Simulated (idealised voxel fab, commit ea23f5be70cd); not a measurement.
process module | voxel self aligned contacts
The cross-section on display is named cut; it measures 300 nm wide, and its cells are 5 nm squares.
Bands, listed from the top down, are how a cross-section gets written in this document; the cross-section itself is a grid of square cells, and a band is one or more rows of them.
A band entry consists of two parts. The first gives the height of the band's top and the height of its bottom, in nm. The rest lists the band's materials from left to right, each with its width in nm. A single material labelled with the word "everywhere" fills the band from edge to edge, and the word "air" marks empty space.
Convention: height 0 is the level below which the wafer, as received, is all one material. The lowest band does not terminate at the bottom but continues downward, represented as "from 0 down".
So if you see something like "30..40" for the width, read it as the top row of the band sitting at the first number and the bottom row at the second, with every row in between moving by the same amount as the last.
"remains unaltered", as given for a step, is the statement that not any cell of the cross-section underwent a change during that step.
Entry "Voids, fully enclosed" = empty spaces >= 8 cells with no open way to the top; each as width x height at distance, distance from left edge, all nm.
Anything after a step's settings on that line? It's the simulator's own note about the step.
overlay nm: on a step with a mask, how far right of its planned place the mask lay; negative means left.

### Below is the list of planned process steps
1: RECEIVE: material Si
2: OXIDIZE: depth nm 5
3: DIRECTIONAL_DEP: material polySi, thk nm 30
4: DIRECTIONAL_DEP: material SiN, thk nm 15
5: MASKED_ETCH: tone cover, mask id GATE, width nm 35, pitch nm 65, etch materials SiN, depth nm 15, overlay nm 0
6: MASKED_ETCH: tone cover, mask id GATE, width nm 35, pitch nm 65, etch materials polySi, depth nm 30, overlay nm 0
7: CONFORMAL_DEP: material SiN, thk nm 5
8: DIRECTIONAL_ETCH: etch materials SiN, depth nm 5
9: FILL_DEP: material SiO2, thk nm 10
10: CMP: height nm 50
11: DIRECTIONAL_DEP: material aC, thk nm 10
12: PATTERN: tone open, mask id CONTACT, material resist, width nm 40, thk nm 25, overlay nm 0
13: DIRECTIONAL_ETCH: etch materials aC, depth nm 10
14: STRIP: etch materials resist
15: DIRECTIONAL_ETCH: etch materials SiO2, depth nm 55
16: STRIP: etch materials aC
17: CONFORMAL_DEP: material TiN, thk nm 5
18: FILL_DEP: material W, thk nm 10
19: CMP: height nm 50
20: CONFORMAL_DEP: material SiN, thk nm 5

### Received-state cross-section, reflecting completion of step 1
    from 0 down  Si everywhere
    Voids, fully enclosed: none

### Result of the module, cross-sectioned: start per above, plan per above, one error in how it was run
    from 55 to 50  SiN everywhere
    from 50 to 45  SiO2 130, TiN 15, W 10, TiN 15, SiO2 130
    from 45 to 30  SiO2 95, SiN 45, TiN 5, W 10, TiN 5, SiN 45, SiO2 95
    from 30 to 25  SiO2 140, TiN 20, SiO2 140
    from 25 to 0  polySi everywhere
    from 0 down  Si everywhere
    Voids, fully enclosed: none
In executing the process, a mistake was made relative to the plan: a sequencing error occurred in which plan steps 2 and 3 were transposed
